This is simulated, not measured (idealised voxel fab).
Herein follows the process module entitled voxel transistor to metal.
Xsec cut, 180 nm wide, square cell size 5 nm.
Cross-section spec: square-cell grid; bands listed top down; each band is one or more rows. Per band: top height and bottom height in nm, followed by the left-to-right materials and their widths in nm; "everywhere" marks a single material spanning edge to edge, "blank" marks empty space. Heads up on the height convention: 0 is the point under which the incoming wafer is all one material, and the lowest band has no bottom, it just keeps going down, like "0 -> down". Graded width ("30..40"): value in top row of band = first number; value in bottom row = second number; row-to-row change constant. Key: "no change" - step with no changed cell in the cross-section. Entry "Encapsulated voids". Content: empty spaces with no open connection to the top, size 8 cells or greater. Each: width x height at distance. Distance: from left edge. Unit: nm. The remark found on a step's line after its settings is issued by the simulator itself and pertains to that step. overlay nm: mask right of planned place by this much (step with mask). Neg. = left. Pairs, read this way: before one process step on the one hand, after it on the other, the after cross-section ending at the lowest band that changed; the step between, settings included, beneath. Same starting wafer throughout, but possibly different runs of this module, so no pair continues from the pair above unless its entry headed "Structure before processing" says so.

Structure before processing
75 -> 60: aC everywhere
60 -> 40: lowk everywhere
40 -> 35: SiCN everywhere
35 -> 20: 35 of SiO2  5 of TiN  10 of Ru  5 of TiN  65 of SiO2  5 of TiN  10 of Ru  5 of TiN  40 of SiO2
20 -> 0: 35 of SiO2  5 of TiN  10 of Ru  5 of TiN  15 of SiO2  5 of SiN  5 of HfO2  5 of TiN  5 of W  5 of TiN  5 of HfO2  5 of SiN  15 of SiO2  5 of TiN  10 of Ru  5 of TiN  40 of SiO2
0 -> -5: 25 of SiO2  5 of SiN  5 of SiO2  5 of TiN  10 of Ru  5 of TiN  5 of SiO2  10 of nSi  5 of SiN  5 of HfO2  15 of TiN  5 of HfO2  5 of SiN  10 of nSi  5 of SiO2  5 of TiN  10 of Ru  5 of TiN  5 of SiO2  5 of SiN  30 of SiO2
-5 -> -10: 35 of SiO2  20 of TiN  5 of SiO2  10 of nSi  35 of HfO2  10 of nSi  5 of SiO2  20 of TiN  40 of SiO2
-10 -> -20: 35 of SiO2  35 of nSi  35 of Si  35 of nSi  40 of SiO2
-20 -> -35: 35 of SiO2  105 of Si  40 of SiO2
-35 -> down: Si everywhere
Encapsulated voids: none

After the Step
110 -> 75: 35 of resist  25 of blank  60 of resist  25 of blank  35 of resist
Beneath the level 75, the cross-section is identical to its previous state.
Encapsulated voids: none
What is the step between the two cross-sections above? PATTERN (tone open; mask id METAL_1; material resist; width nm 25; pitch nm 85; thk nm 35; overlay nm 0)

Structure before processing: starting point is the after cross-section of the pair just above.

After the Step
95 -> 75: 35 of resist  25 of blank  60 of resist  25 of blank  35 of resist
75 -> 60: 35 of aC  25 of blank  60 of aC  25 of blank  35 of aC
Beneath the level 60, the cross-section is identical to its previous state.
Encapsulated voids: none
What is the step between the two cross-sections above? DIRECTIONAL_ETCH (etch materials aC; depth nm 15)

Structure before processing: starting point is the after cross-section of the pair just above.

After the Step
75 -> 60: 35 of aC  25 of blank  60 of aC  25 of blank  35 of aC
Beneath the level 60, the cross-section is identical to its previous state.
Encapsulated voids: none
What is the step between the two cross-sections above? STRIP (etch materials resist)

Structure before processing: starting point is the after cross-section of the pair just above.

After the Step
75 -> 60: 35 of aC  25 of blank  60 of aC  25 of blank  35 of aC
60 -> 40: 35 of lowk  25 of blank  60 of lowk  25 of blank  35 of lowk
Beneath the level 40, the cross-section is identical to its previous state.
Encapsulated voids: none
What is the step between the two cross-sections above? DIRECTIONAL_ETCH (etch materials lowk; depth nm 20)

Structure before processing: starting point is the after cross-section of the pair just above.

After the Step
75 -> 60: 35 of aC  25 of blank  60 of aC  25 of blank  35 of aC
60 -> 40: 35 of lowk  25 of blank  60 of lowk  25 of blank  35 of lowk
40 -> 35: 35 of SiCN  25 of blank  60 of SiCN  25 of blank  35 of SiCN
Beneath the level 35, the cross-section is identical to its previous state.
Encapsulated voids: none
What is the step between the two cross-sections above? DIRECTIONAL_ETCH (etch materials SiCN; depth nm 5)

Structure before processing: starting point is the after cross-section of the pair just above.

After the Step
60 -> 40: 35 of lowk  25 of blank  60 of lowk  25 of blank  35 of lowk
Beneath the level 40, the cross-section is identical to its previous state.
Encapsulated voids: none
What is the step between the two cross-sections above? STRIP (etch materials aC)

Structure before processing: starting point is the after cross-section of the pair just above.

After the Step
65 -> 60: 40 of TiN  15 of blank  70 of TiN  15 of blank  40 of TiN
60 -> 40: 35 of lowk  5 of TiN  15 of blank  5 of TiN  60 of lowk  5 of TiN  15 of blank  5 of TiN  35 of lowk
40 -> 35: 35 of SiCN  25 of TiN  60 of SiCN  25 of TiN  35 of SiCN
Beneath the level 35, the cross-section is identical to its previous state.
Encapsulated voids: none
What is the step between the two cross-sections above? CONFORMAL_DEP (material TiN; thk nm 5)

Structure before processing: starting point is the after cross-section of the pair just above.

After the Step
75 -> 65: Ru everywhere
65 -> 60: 40 of TiN  15 of Ru  70 of TiN  15 of Ru  40 of TiN
60 -> 40: 35 of lowk  5 of TiN  15 of Ru  5 of TiN  60 of lowk  5 of TiN  15 of Ru  5 of TiN  35 of lowk
Beneath the level 40, the cross-section is identical to its previous state.
Encapsulated voids: none
What is the step between the two cross-sections above? FILL_DEP (material Ru; thk nm 10)

Structure before processing: starting point is the after cross-section of the pair just above.

After the Step
60 -> 40: 35 of lowk  5 of TiN  15 of Ru  5 of TiN  60 of lowk  5 of TiN  15 of Ru  5 of TiN  35 of lowk
Beneath the level 40, the cross-section is identical to its previous state.
Encapsulated voids: none
What is the step between the two cross-sections above? CMP (height nm 60)

Structure before processing: starting point is the after cross-section of the pair just above.

After the Step
65 -> 60: SiCN everywhere
Beneath the level 60, the cross-section is identical to its previous state.
Encapsulated voids: none
What is the step between the two cross-sections above? CONFORMAL_DEP (material SiCN; thk nm 5)

Structure before processing: starting point is the after cross-section of the pair just above.

After the Step
95 -> 65: SiO2 everywhere
Beneath the level 65, the cross-section is identical to its previous state.
Encapsulated voids: none
What is the step between the two cross-sections above? DIRECTIONAL_DEP (material SiO2; thk nm 30)

Structure before processing: starting point is the after cross-section of the pair just above.

After the Step
95 -> 65: 35 of SiO2  15 of blank  70 of SiO2  15 of blank  45 of SiO2
Beneath the level 65, the cross-section is identical to its previous state.
Encapsulated voids: none
What is the step between the two cross-sections above? MASKED_ETCH (tone open; mask id METAL_2_HOLES; width nm 15; pitch nm 85; etch materials SiO2; depth nm 30; overlay nm 0)

Structure before processing: starting point is the after cross-section of the pair just above.

After the Step
105 -> 95: 35 of aC  15 of blank  70 of aC  15 of blank  45 of aC
95 -> 75: 35 of SiO2  15 of blank  70 of SiO2  15 of blank  45 of SiO2
75 -> 65: 35 of SiO2  15 of aC  70 of SiO2  15 of aC  45 of SiO2
Beneath the level 65, the cross-section is identical to its previous state.
Encapsulated voids: none
What is the step between the two cross-sections above? DIRECTIONAL_DEP (material aC; thk nm 10)

Structure before processing: starting point is the after cross-section of the pair just above.

After the Step
135 -> 105: 35 of resist  20 of blank  65 of resist  20 of blank  40 of resist
Beneath the level 105, the cross-section is identical to its previous state.
Encapsulated voids: none
What is the step between the two cross-sections above? PATTERN (tone open; mask id METAL_2; material resist; width nm 20; pitch nm 85; thk nm 30; overlay nm 0)

Structure before processing: starting point is the after cross-section of the pair just above.

After the Step
125 -> 105: 35 of resist  20 of blank  65 of resist  20 of blank  40 of resist
105 -> 95: 35 of aC  20 of blank  65 of aC  20 of blank  40 of aC
95 -> 65: 35 of SiO2  15 of blank  70 of SiO2  15 of blank  45 of SiO2
Beneath the level 65, the cross-section is identical to its previous state.
Encapsulated voids: none
What is the step between the two cross-sections above? DIRECTIONAL_ETCH (etch materials aC; depth nm 10)

Structure before processing: starting point is the after cross-section of the pair just above.

After the Step
105 -> 95: 35 of aC  20 of blank  65 of aC  20 of blank  40 of aC
Beneath the level 95, the cross-section is identical to its previous state.
Encapsulated voids: none
What is the step between the two cross-sections above? STRIP (etch materials resist)

Structure before processing: starting point is the after cross-section of the pair just above.

After the Step
105 -> 95: 35 of aC  20 of blank  65 of aC  20 of blank  40 of aC
95 -> 80: 35 of SiO2  20 of blank  65 of SiO2  20 of blank  40 of SiO2
Beneath the level 80, the cross-section is identical to its previous state.
Encapsulated voids: none
What is the step between the two cross-sections above? DIRECTIONAL_ETCH (etch materials SiO2; depth nm 15)

Structure before processing: starting point is the after cross-section of the pair just above.

After the Step
105 -> 95: 35 of aC  20 of blank  65 of aC  20 of blank  40 of aC
95 -> 80: 35 of SiO2  20 of blank  65 of SiO2  20 of blank  40 of SiO2
80 -> 65: 35 of SiO2  15 of blank  70 of SiO2  15 of blank  45 of SiO2
65 -> 60: 35 of SiCN  15 of blank  70 of SiCN  15 of blank  45 of SiCN
Beneath the level 60, the cross-section is identical to its previous state.
Encapsulated voids: none
What is the step between the two cross-sections above? DIRECTIONAL_ETCH (etch materials SiCN; depth nm 5)

Structure before processing: starting point is the after cross-section of the pair just above.

After the Step
95 -> 80: 35 of SiO2  20 of blank  65 of SiO2  20 of blank  40 of SiO2
Beneath the level 80, the cross-section is identical to its previous state.
Encapsulated voids: none
What is the step between the two cross-sections above? STRIP (etch materials aC)

Structure before processing: starting point is the after cross-section of the pair just above.

After the Step
100 -> 95: 40 of TiN  10 of blank  75 of TiN  10 of blank  45 of TiN
95 -> 85: 35 of SiO2  5 of TiN  10 of blank  5 of TiN  65 of SiO2  5 of TiN  10 of blank  5 of TiN  40 of SiO2
85 -> 80: 35 of SiO2  5 of TiN  5 of blank  10 of TiN  65 of SiO2  5 of TiN  5 of blank  10 of TiN  40 of SiO2
80 -> 65: 35 of SiO2  5 of TiN  5 of blank  5 of TiN  70 of SiO2  5 of TiN  5 of blank  5 of TiN  45 of SiO2
65 -> 60: 35 of SiCN  15 of TiN  70 of SiCN  15 of TiN  45 of SiCN
Beneath the level 60, the cross-section is identical to its previous state.
Encapsulated voids: none
What is the step between the two cross-sections above? CONFORMAL_DEP (material TiN; thk nm 5)

Structure before processing: starting point is the after cross-section of the pair just above.

After the Step
110 -> 100: Cu everywhere
100 -> 95: 40 of TiN  10 of Cu  75 of TiN  10 of Cu  45 of TiN
95 -> 85: 35 of SiO2  5 of TiN  10 of Cu  5 of TiN  65 of SiO2  5 of TiN  10 of Cu  5 of TiN  40 of SiO2
85 -> 80: 35 of SiO2  5 of TiN  5 of Cu  10 of TiN  65 of SiO2  5 of TiN  5 of Cu  10 of TiN  40 of SiO2
80 -> 65: 35 of SiO2  5 of TiN  5 of Cu  5 of TiN  70 of SiO2  5 of TiN  5 of Cu  5 of TiN  45 of SiO2
Beneath the level 65, the cross-section is identical to its previous state.
Encapsulated voids: none
What is the step between the two cross-sections above? FILL_DEP (material Cu; thk nm 10)

Structure before processing: starting point is the after cross-section of the pair just above.

After the Step
95 -> 85: 35 of SiO2  5 of TiN  10 of Cu  5 of TiN  65 of SiO2  5 of TiN  10 of Cu  5 of TiN  40 of SiO2
Beneath the level 85, the cross-section is identical to its previous state.
Encapsulated voids: none
What is the step between the two cross-sections above? CMP (height nm 95)

Structure before processing: starting point is the after cross-section of the pair just above.

After the Step
100 -> 95: SiCN everywhere
Beneath the level 95, the cross-section is identical to its previous state.
Encapsulated voids: none
What is the step between the two cross-sections above? CONFORMAL_DEP (material SiCN; thk nm 5)

Structure before processing
75 -> 60: aC everywhere
60 -> 40: lowk everywhere
40 -> 35: SiCN everywhere
35 -> 20: 35 of SiO2  5 of TiN  10 of Ru  5 of TiN  65 of SiO2  5 of TiN  10 of Ru  5 of TiN  40 of SiO2
20 -> 0: 35 of SiO2  5 of TiN  10 of Ru  5 of TiN  15 of SiO2  5 of SiN  5 of HfO2  5 of TiN  5 of W  5 of TiN  5 of HfO2  5 of SiN  15 of SiO2  5 of TiN  10 of Ru  5 of TiN  40 of SiO2
0 -> -5: 25 of SiO2  5 of SiN  5 of SiO2  5 of TiN  10 of Ru  5 of TiN  5 of SiO2  10 of nSi  5 of SiN  5 of HfO2  15 of TiN  5 of HfO2  5 of SiN  10 of nSi  5 of SiO2  5 of TiN  10 of Ru  5 of TiN  5 of SiO2  5 of SiN  30 of SiO2
-5 -> -10: 35 of SiO2  20 of TiN  5 of SiO2  10 of nSi  35 of HfO2  10 of nSi  5 of SiO2  20 of TiN  40 of SiO2
-10 -> -20: 35 of SiO2  35 of nSi  35 of Si  35 of nSi  40 of SiO2
-20 -> -35: 35 of SiO2  105 of Si  40 of SiO2
-35 -> down: Si everywhere
Encapsulated voids: none

After the Step
110 -> 75: 25 of resist  20 of blank  65 of resist  20 of blank  50 of resist
Beneath the level 75, the cross-section is identical to its previous state.
Encapsulated voids: none
What is the step between the two cross-sections above? PATTERN (tone open; mask id METAL_1; material resist; width nm 20; pitch nm 85; thk nm 35; overlay nm -10)

Structure before processing: starting point is the after cross-section of the pair just above.

After the Step
95 -> 75: 25 of resist  20 of blank  65 of resist  20 of blank  50 of resist
75 -> 60: 25 of aC  20 of blank  65 of aC  20 of blank  50 of aC
Beneath the level 60, the cross-section is identical to its previous state.
Encapsulated voids: none
What is the step between the two cross-sections above? DIRECTIONAL_ETCH (etch materials aC; depth nm 15)

Structure before processing: starting point is the after cross-section of the pair just above.

After the Step
75 -> 60: 25 of aC  20 of blank  65 of aC  20 of blank  50 of aC
Beneath the level 60, the cross-section is identical to its previous state.
Encapsulated voids: none
What is the step between the two cross-sections above? STRIP (etch materials resist)

Structure before processing: starting point is the after cross-section of the pair just above.

After the Step
75 -> 60: 25 of aC  20 of blank  65 of aC  20 of blank  50 of aC
60 -> 40: 25 of lowk  20 of blank  65 of lowk  20 of blank  50 of lowk
Beneath the level 40, the cross-section is identical to its previous state.
Encapsulated voids: none
What is the step between the two cross-sections above? DIRECTIONAL_ETCH (etch materials lowk; depth nm 20)

Structure before processing: starting point is the after cross-section of the pair just above.

After the Step
75 -> 60: 25 of aC  20 of blank  65 of aC  20 of blank  50 of aC
60 -> 40: 25 of lowk  20 of blank  65 of lowk  20 of blank  50 of lowk
40 -> 35: 25 of SiCN  20 of blank  65 of SiCN  20 of blank  50 of SiCN
Beneath the level 35, the cross-section is identical to its previous state.
Encapsulated voids: none
What is the step between the two cross-sections above? DIRECTIONAL_ETCH (etch materials SiCN; depth nm 5)

Structure before processing: starting point is the after cross-section of the pair just above.

After the Step
60 -> 40: 25 of lowk  20 of blank  65 of lowk  20 of blank  50 of lowk
Beneath the level 40, the cross-section is identical to its previous state.
Encapsulated voids: none
What is the step between the two cross-sections above? STRIP (etch materials aC)

Structure before processing: starting point is the after cross-section of the pair just above.

After the Step
65 -> 60: 30 of TiN  10 of blank  75 of TiN  10 of blank  55 of TiN
60 -> 40: 25 of lowk  5 of TiN  10 of blank  5 of TiN  65 of lowk  5 of TiN  10 of blank  5 of TiN  50 of lowk
40 -> 35: 25 of SiCN  20 of TiN  65 of SiCN  20 of TiN  50 of SiCN
Beneath the level 35, the cross-section is identical to its previous state.
Encapsulated voids: none
What is the step between the two cross-sections above? CONFORMAL_DEP (material TiN; thk nm 5)

Structure before processing: starting point is the after cross-section of the pair just above.

After the Step
75 -> 65: Ru everywhere
65 -> 60: 30 of TiN  10 of Ru  75 of TiN  10 of Ru  55 of TiN
60 -> 40: 25 of lowk  5 of TiN  10 of Ru  5 of TiN  65 of lowk  5 of TiN  10 of Ru  5 of TiN  50 of lowk
Beneath the level 40, the cross-section is identical to its previous state.
Encapsulated voids: none
What is the step between the two cross-sections above? FILL_DEP (material Ru; thk nm 10)

Structure before processing: starting point is the after cross-section of the pair just above.

After the Step
60 -> 40: 25 of lowk  5 of TiN  10 of Ru  5 of TiN  65 of lowk  5 of TiN  10 of Ru  5 of TiN  50 of lowk
Beneath the level 40, the cross-section is identical to its previous state.
Encapsulated voids: none
What is the step between the two cross-sections above? CMP (height nm 60)

Structure before processing: starting point is the after cross-section of the pair just above.

After the Step
65 -> 60: SiCN everywhere
Beneath the level 60, the cross-section is identical to its previous state.
Encapsulated voids: none
What is the step between the two cross-sections above? CONFORMAL_DEP (material SiCN; thk nm 5)

Structure before processing: starting point is the after cross-section of the pair just above.

After the Step
95 -> 65: SiO2 everywhere
Beneath the level 65, the cross-section is identical to its previous state.
Encapsulated voids: none
What is the step between the two cross-sections above? DIRECTIONAL_DEP (material SiO2; thk nm 30)

Structure before processing: starting point is the after cross-section of the pair just above.

After the Step
95 -> 65: 35 of SiO2  15 of blank  70 of SiO2  15 of blank  45 of SiO2
Beneath the level 65, the cross-section is identical to its previous state.
Encapsulated voids: none
What is the step between the two cross-sections above? MASKED_ETCH (tone open; mask id METAL_2_HOLES; width nm 15; pitch nm 85; etch materials SiO2; depth nm 30; overlay nm 0)

Structure before processing: starting point is the after cross-section of the pair just above.

After the Step
105 -> 95: 35 of aC  15 of blank  70 of aC  15 of blank  45 of aC
95 -> 75: 35 of SiO2  15 of blank  70 of SiO2  15 of blank  45 of SiO2
75 -> 65: 35 of SiO2  15 of aC  70 of SiO2  15 of aC  45 of SiO2
Beneath the level 65, the cross-section is identical to its previous state.
Encapsulated voids: none
What is the step between the two cross-sections above? DIRECTIONAL_DEP (material aC; thk nm 10)

Structure before processing: starting point is the after cross-section of the pair just above.

After the Step
135 -> 105: 35 of resist  20 of blank  65 of resist  20 of blank  40 of resist
Beneath the level 105, the cross-section is identical to its previous state.
Encapsulated voids: none
What is the step between the two cross-sections above? PATTERN (tone open; mask id METAL_2; material resist; width nm 20; pitch nm 85; thk nm 30; overlay nm 0)

Structure before processing: starting point is the after cross-section of the pair just above.

After the Step
125 -> 105: 35 of resist  20 of blank  65 of resist  20 of blank  40 of resist
105 -> 95: 35 of aC  20 of blank  65 of aC  20 of blank  40 of aC
95 -> 65: 35 of SiO2  15 of blank  70 of SiO2  15 of blank  45 of SiO2
Beneath the level 65, the cross-section is identical to its previous state.
Encapsulated voids: none
What is the step between the two cross-sections above? DIRECTIONAL_ETCH (etch materials aC; depth nm 10)

Structure before processing: starting point is the after cross-section of the pair just above.

After the Step
105 -> 95: 35 of aC  20 of blank  65 of aC  20 of blank  40 of aC
Beneath the level 95, the cross-section is identical to its previous state.
Encapsulated voids: none
What is the step between the two cross-sections above? STRIP (etch materials resist)

Structure before processing: starting point is the after cross-section of the pair just above.

After the Step
105 -> 95: 35 of aC  20 of blank  65 of aC  20 of blank  40 of aC
95 -> 80: 35 of SiO2  20 of blank  65 of SiO2  20 of blank  40 of SiO2
Beneath the level 80, the cross-section is identical to its previous state.
Encapsulated voids: none
What is the step between the two cross-sections above? DIRECTIONAL_ETCH (etch materials SiO2; depth nm 15)

Structure before processing: starting point is the after cross-section of the pair just above.

After the Step
105 -> 95: 35 of aC  20 of blank  65 of aC  20 of blank  40 of aC
95 -> 80: 35 of SiO2  20 of blank  65 of SiO2  20 of blank  40 of SiO2
80 -> 65: 35 of SiO2  15 of blank  70 of SiO2  15 of blank  45 of SiO2
65 -> 60: 35 of SiCN  15 of blank  70 of SiCN  15 of blank  45 of SiCN
Beneath the level 60, the cross-section is identical to its previous state.
Encapsulated voids: none
What is the step between the two cross-sections above? DIRECTIONAL_ETCH (etch materials SiCN; depth nm 5)

Structure before processing: starting point is the after cross-section of the pair just above.

After the Step
95 -> 80: 35 of SiO2  20 of blank  65 of SiO2  20 of blank  40 of SiO2
Beneath the level 80, the cross-section is identical to its previous state.
Encapsulated voids: none
What is the step between the two cross-sections above? STRIP (etch materials aC)

Structure before processing: starting point is the after cross-section of the pair just above.

After the Step
100 -> 95: 40 of TiN  10 of blank  75 of TiN  10 of blank  45 of TiN
95 -> 85: 35 of SiO2  5 of TiN  10 of blank  5 of TiN  65 of SiO2  5 of TiN  10 of blank  5 of TiN  40 of SiO2
85 -> 80: 35 of SiO2  5 of TiN  5 of blank  10 of TiN  65 of SiO2  5 of TiN  5 of blank  10 of TiN  40 of SiO2
80 -> 65: 35 of SiO2  5 of TiN  5 of blank  5 of TiN  70 of SiO2  5 of TiN  5 of blank  5 of TiN  45 of SiO2
65 -> 60: 35 of SiCN  15 of TiN  70 of SiCN  15 of TiN  45 of SiCN
Beneath the level 60, the cross-section is identical to its previous state.
Encapsulated voids: none
What is the step between the two cross-sections above? CONFORMAL_DEP (material TiN; thk nm 5)

Structure before processing: starting point is the after cross-section of the pair just above.

After the Step
110 -> 100: Cu everywhere
100 -> 95: 40 of TiN  10 of Cu  75 of TiN  10 of Cu  45 of TiN
95 -> 85: 35 of SiO2  5 of TiN  10 of Cu  5 of TiN  65 of SiO2  5 of TiN  10 of Cu  5 of TiN  40 of SiO2
85 -> 80: 35 of SiO2  5 of TiN  5 of Cu  10 of TiN  65 of SiO2  5 of TiN  5 of Cu  10 of TiN  40 of SiO2
80 -> 65: 35 of SiO2  5 of TiN  5 of Cu  5 of TiN  70 of SiO2  5 of TiN  5 of Cu  5 of TiN  45 of SiO2
Beneath the level 65, the cross-section is identical to its previous state.
Encapsulated voids: none
What is the step between the two cross-sections above? FILL_DEP (material Cu; thk nm 10)

Structure before processing: starting point is the after cross-section of the pair just above.

After the Step
95 -> 85: 35 of SiO2  5 of TiN  10 of Cu  5 of TiN  65 of SiO2  5 of TiN  10 of Cu  5 of TiN  40 of SiO2
Beneath the level 85, the cross-section is identical to its previous state.
Encapsulated voids: none
What is the step between the two cross-sections above? CMP (height nm 95)

Structure before processing: starting point is the after cross-section of the pair just above.

After the Step
100 -> 95: SiCN everywhere
Beneath the level 95, the cross-section is identical to its previous state.
Encapsulated voids: none
What is the step between the two cross-sections above? CONFORMAL_DEP (material SiCN; thk nm 5)

Structure before processing
0 -> -5: 25 of SiO2  125 of blank  30 of SiO2
-5 -> -10: SiO2 everywhere
-10 -> -35: 35 of SiO2  105 of Si  40 of SiO2
-35 -> down: Si everywhere
Encapsulated voids: none

After the Step
30 -> 25: 25 of SiO2  125 of blank  30 of SiO2
25 -> -10: SiO2 everywhere
Beneath the level -10, the cross-section is identical to its previous state.
Encapsulated voids: none
What is the step between the two cross-sections above? DIRECTIONAL_DEP (material SiO2; thk nm 30)

Structure before processing: starting point is the after cross-section of the pair just above.

After the Step
40 -> 35: 25 of SiCN  125 of blank  30 of SiCN
35 -> 30: SiCN everywhere
30 -> 25: 25 of SiO2  125 of SiCN  30 of SiO2
Beneath the level 25, the cross-section is identical to its previous state.
Encapsulated voids: none
What is the step between the two cross-sections above? DIRECTIONAL_DEP (material SiCN; thk nm 10)

Structure before processing: starting point is the after cross-section of the pair just above.

After the Step
55 -> 40: 75 of blank  25 of resist  80 of blank
40 -> 35: 25 of SiCN  50 of blank  25 of resist  50 of blank  30 of SiCN
Beneath the level 35, the cross-section is identical to its previous state.
Encapsulated voids: none
What is the step between the two cross-sections above? PATTERN (tone cover; mask id GATE; material resist; width nm 25; thk nm 15; overlay nm 0)

Structure before processing: starting point is the after cross-section of the pair just above.

After the Step
55 -> 35: 75 of blank  25 of resist  80 of blank
35 -> 30: 75 of blank  25 of SiCN  80 of blank
30 -> 25: 25 of SiO2  50 of blank  25 of SiCN  50 of blank  30 of SiO2
Beneath the level 25, the cross-section is identical to its previous state.
Encapsulated voids: none
What is the step between the two cross-sections above? DIRECTIONAL_ETCH (etch materials SiCN; depth nm 20)

Structure before processing: starting point is the after cross-section of the pair just above.

After the Step
35 -> 30: 75 of blank  25 of SiCN  80 of blank
Beneath the level 30, the cross-section is identical to its previous state.
Encapsulated voids: none
What is the step between the two cross-sections above? STRIP (etch materials resist)

Structure before processing: starting point is the after cross-section of the pair just above.

After the Step
40 -> 35: 70 of blank  35 of SiN  75 of blank
35 -> 30: 30 of SiN  40 of blank  5 of SiN  25 of SiCN  5 of SiN  40 of blank  35 of SiN
30 -> 25: 25 of SiO2  50 of SiN  25 of SiCN  50 of SiN  30 of SiO2
Beneath the level 25, the cross-section is identical to its previous state.
Encapsulated voids: none
What is the step between the two cross-sections above? CONFORMAL_DEP (material SiN; thk nm 5)

Structure before processing: starting point is the after cross-section of the pair just above.

After the Step
35 -> 30: 70 of blank  5 of SiN  25 of SiCN  5 of SiN  75 of blank
30 -> 25: 25 of SiO2  5 of SiN  40 of blank  5 of SiN  25 of SiCN  5 of SiN  40 of blank  5 of SiN  30 of SiO2
Beneath the level 25, the cross-section is identical to its previous state.
Encapsulated voids: none
What is the step between the two cross-sections above? DIRECTIONAL_ETCH (etch materials SiN; depth nm 5)

Structure before processing: starting point is the after cross-section of the pair just above.

After the Step
35 -> 30: 70 of blank  5 of SiN  25 of SiCN  5 of SiN  75 of blank
30 -> 25: 25 of blank  5 of SiN  40 of blank  5 of SiN  25 of SiCN  5 of SiN  40 of blank  5 of SiN  30 of blank
25 -> 20: 30 of SiO2  40 of blank  35 of SiO2  40 of blank  35 of SiO2
Beneath the level 20, the cross-section is identical to its previous state.
Encapsulated voids: none
What is the step between the two cross-sections above? DIRECTIONAL_ETCH (etch materials SiO2; depth nm 5)

Structure before processing: starting point is the after cross-section of the pair just above.

After the Step
45 -> 35: SiO2 everywhere
35 -> 30: 70 of SiO2  5 of SiN  25 of SiCN  5 of SiN  75 of SiO2
30 -> 25: 25 of SiO2  5 of SiN  40 of SiO2  5 of SiN  25 of SiCN  5 of SiN  40 of SiO2  5 of SiN  30 of SiO2
25 -> -10: SiO2 everywhere
Beneath the level -10, the cross-section is identical to its previous state.
Encapsulated voids: none
What is the step between the two cross-sections above? FILL_DEP (material SiO2; thk nm 10)

Structure before processing: starting point is the after cross-section of the pair just above.

After the Step
25 -> -10: SiO2 everywhere
Beneath the level -10, the cross-section is identical to its previous state.
Encapsulated voids: none
What is the step between the two cross-sections above? CMP (height nm 25)

Structure before processing: starting point is the after cross-section of the pair just above.

After the Step
20 -> -10: SiO2 everywhere
Beneath the level -10, the cross-section is identical to its previous state.
Encapsulated voids: none
What is the step between the two cross-sections above? SELECTIVE_ETCH (etch materials SiO2; depth nm 5)

Structure before processing: starting point is the after cross-section of the pair just above.

After the Step
25 -> 20: HfO2 everywhere
Beneath the level 20, the cross-section is identical to its previous state.
Encapsulated voids: none
What is the step between the two cross-sections above? CONFORMAL_DEP (material HfO2; thk nm 5)

Structure before processing: starting point is the after cross-section of the pair just above.

After the Step
30 -> 25: TiN everywhere
Beneath the level 25, the cross-section is identical to its previous state.
Encapsulated voids: none
What is the step between the two cross-sections above? CONFORMAL_DEP (material TiN; thk nm 5)

Structure before processing: starting point is the after cross-section of the pair just above.

After the Step
35 -> 30: W everywhere
Beneath the level 30, the cross-section is identical to its previous state.
Encapsulated voids: none
What is the step between the two cross-sections above? FILL_DEP (material W; thk nm 5)

Structure before processing: starting point is the after cross-section of the pair just above.

After the Step
20 -> -10: SiO2 everywhere
Beneath the level -10, the cross-section is identical to its previous state.
Encapsulated voids: none
What is the step between the two cross-sections above? CMP (height nm 20)

Structure before processing: starting point is the after cross-section of the pair just above.

After the Step
35 -> -10: SiO2 everywhere
Beneath the level -10, the cross-section is identical to its previous state.
Encapsulated voids: none
What is the step between the two cross-sections above? DIRECTIONAL_DEP (material SiO2; thk nm 15)

Structure before processing: starting point is the after cross-section of the pair just above.

After the Step
50 -> 35: aC everywhere
Beneath the level 35, the cross-section is identical to its previous state.
Encapsulated voids: none
What is the step between the two cross-sections above? DIRECTIONAL_DEP (material aC; thk nm 15)

Structure before processing: starting point is the after cross-section of the pair just above.

After the Step
80 -> 50: 35 of resist  20 of blank  65 of resist  20 of blank  40 of resist
Beneath the level 50, the cross-section is identical to its previous state.
Encapsulated voids: none
What is the step between the two cross-sections above? PATTERN (tone open; mask id CONTACT; material resist; width nm 20; pitch nm 85; thk nm 30; overlay nm 0)

Structure before processing: starting point is the after cross-section of the pair just above.

After the Step
65 -> 50: 35 of resist  20 of blank  65 of resist  20 of blank  40 of resist
50 -> 35: 35 of aC  20 of blank  65 of aC  20 of blank  40 of aC
Beneath the level 35, the cross-section is identical to its previous state.
Encapsulated voids: none
What is the step between the two cross-sections above? DIRECTIONAL_ETCH (etch materials aC; depth nm 15)

Structure before processing: starting point is the after cross-section of the pair just above.

After the Step
50 -> 35: 35 of aC  20 of blank  65 of aC  20 of blank  40 of aC
Beneath the level 35, the cross-section is identical to its previous state.
Encapsulated voids: none
What is the step between the two cross-sections above? STRIP (etch materials resist)

Structure before processing: starting point is the after cross-section of the pair just above.

After the Step
50 -> 35: 35 of aC  20 of blank  65 of aC  20 of blank  40 of aC
35 -> -10: 35 of SiO2  20 of blank  65 of SiO2  20 of blank  40 of SiO2
Beneath the level -10, the cross-section is identical to its previous state.
Encapsulated voids: none
What is the step between the two cross-sections above? DIRECTIONAL_ETCH (etch materials SiO2; depth nm 45)

Structure before processing: starting point is the after cross-section of the pair just above.

After the Step
35 -> -10: 35 of SiO2  20 of blank  65 of SiO2  20 of blank  40 of SiO2
Beneath the level -10, the cross-section is identical to its previous state.
Encapsulated voids: none
What is the step between the two cross-sections above? STRIP (etch materials aC)

Structure before processing: starting point is the after cross-section of the pair just above.

After the Step
40 -> 35: 40 of TiN  10 of blank  75 of TiN  10 of blank  45 of TiN
35 -> -5: 35 of SiO2  5 of TiN  10 of blank  5 of TiN  65 of SiO2  5 of TiN  10 of blank  5 of TiN  40 of SiO2
-5 -> -10: 35 of SiO2  20 of TiN  65 of SiO2  20 of TiN  40 of SiO2
Beneath the level -10, the cross-section is identical to its previous state.
Encapsulated voids: none
What is the step between the two cross-sections above? CONFORMAL_DEP (material TiN; thk nm 5)

Structure before processing: starting point is the after cross-section of the pair just above.

After the Step
45 -> 40: Ru everywhere
40 -> 35: 40 of TiN  10 of Ru  75 of TiN  10 of Ru  45 of TiN
35 -> -5: 35 of SiO2  5 of TiN  10 of Ru  5 of TiN  65 of SiO2  5 of TiN  10 of Ru  5 of TiN  40 of SiO2
Beneath the level -5, the cross-section is identical to its previous state.
Encapsulated voids: none
What is the step between the two cross-sections above? FILL_DEP (material Ru; thk nm 5)

Structure before processing: starting point is the after cross-section of the pair just above.

After the Step
35 -> -5: 35 of SiO2  5 of TiN  10 of Ru  5 of TiN  65 of SiO2  5 of TiN  10 of Ru  5 of TiN  40 of SiO2
Beneath the level -5, the cross-section is identical to its previous state.
Encapsulated voids: none
What is the step between the two cross-sections above? CMP (height nm 35)
